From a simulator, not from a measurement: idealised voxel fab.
The following is a process module called voxel spacer lines.
Cross-section cut: width 185 nm, square cells of 5 nm.
If you're reading a cross-section in this doc, picture square cells in a grid; it comes to you as bands, top ones listed first down to the bottom, and a band can be one or more rows of cells. It is stipulated that each band's entry specify, in nanometres, the height of the top of the band and then that of its bottom, followed by the materials of the band in left-to-right sequence, each together with its width in nanometres. A single material marked by the word "all across" is understood to fill the band from edge to edge; the word "air" is understood to denote empty space. Heights from 0 (as-received wafer is one material below). Bottom band endless downward, as "0 and below". Quick explanation for "30 to 40": the width changes in equal steps down the rows of cells, from the first number in the band's top row to the second number in its bottom row. A step reported as "no modification" is a step in which no cell of the cross-section changed. For the entry "Closed void entries", the listed items are empty spaces with no open way to the top whose size is 8 cells or more; each item follows the pattern width x height at distance, where distance is from the left edge and all three are in nm. On a step's line, text after the settings is the simulator commenting on that step. "overlay nm" answers the question of how far to the right of plan the mask lay on a step that has a mask, and when it is negative the answer is to the left.

-- Here's what the planned process steps look like
1) RECEIVE (material Si)
2) CONFORMAL_DEP (material Al2O3; thk nm 5)
3) DIRECTIONAL_DEP (material SiN; thk nm 10)
4) DIRECTIONAL_DEP (material aC; thk nm 25)
5) PATTERN (tone cover; mask id MANDREL; material resist; width nm 25; pitch nm 70; thk nm 30; overlay nm -15)
6) DIRECTIONAL_ETCH (etch materials aC; depth nm 25)
7) STRIP (etch materials resist)
8) CONFORMAL_DEP (material SiO2; thk nm 10)
9) DIRECTIONAL_ETCH (etch materials SiO2; depth nm 10)
10) STRIP (etch materials aC)
11) DIRECTIONAL_ETCH (etch materials SiN; depth nm 10)
12) STRIP (etch materials SiO2)
13) FILL_DEP (material lowk; thk nm 5)
14) CMP (height nm 15)
Across this set of wafers, the varied parameter is the overlay nm of step 5. Starting conditions are identical for every wafer, and the plan reports the value assigned to the first wafer.

-- After step 1, as received: first of several wafers, cross-section
- 0 and below | Si all across
- Closed void entries: none

-- Per wafer, end of module: cells gained (+) or lost (-) per material since receipt, then closed voids
overlay nm -15; +37 Al2O3; +16 SiN; +58 lowk; Closed void entries: none
overlay nm -10; +37 Al2O3; +16 SiN; +58 lowk; Closed void entries: none
overlay nm -5; +37 Al2O3; +16 SiN; +58 lowk; Closed void entries: none
overlay nm 0; +37 Al2O3; +16 SiN; +58 lowk; Closed void entries: none
overlay nm 5; +37 Al2O3; +16 SiN; +58 lowk; Closed void entries: none
overlay nm 10; +37 Al2O3; +16 SiN; +58 lowk; Closed void entries: none
overlay nm 15; +37 Al2O3; +16 SiN; +58 lowk; Closed void entries: none
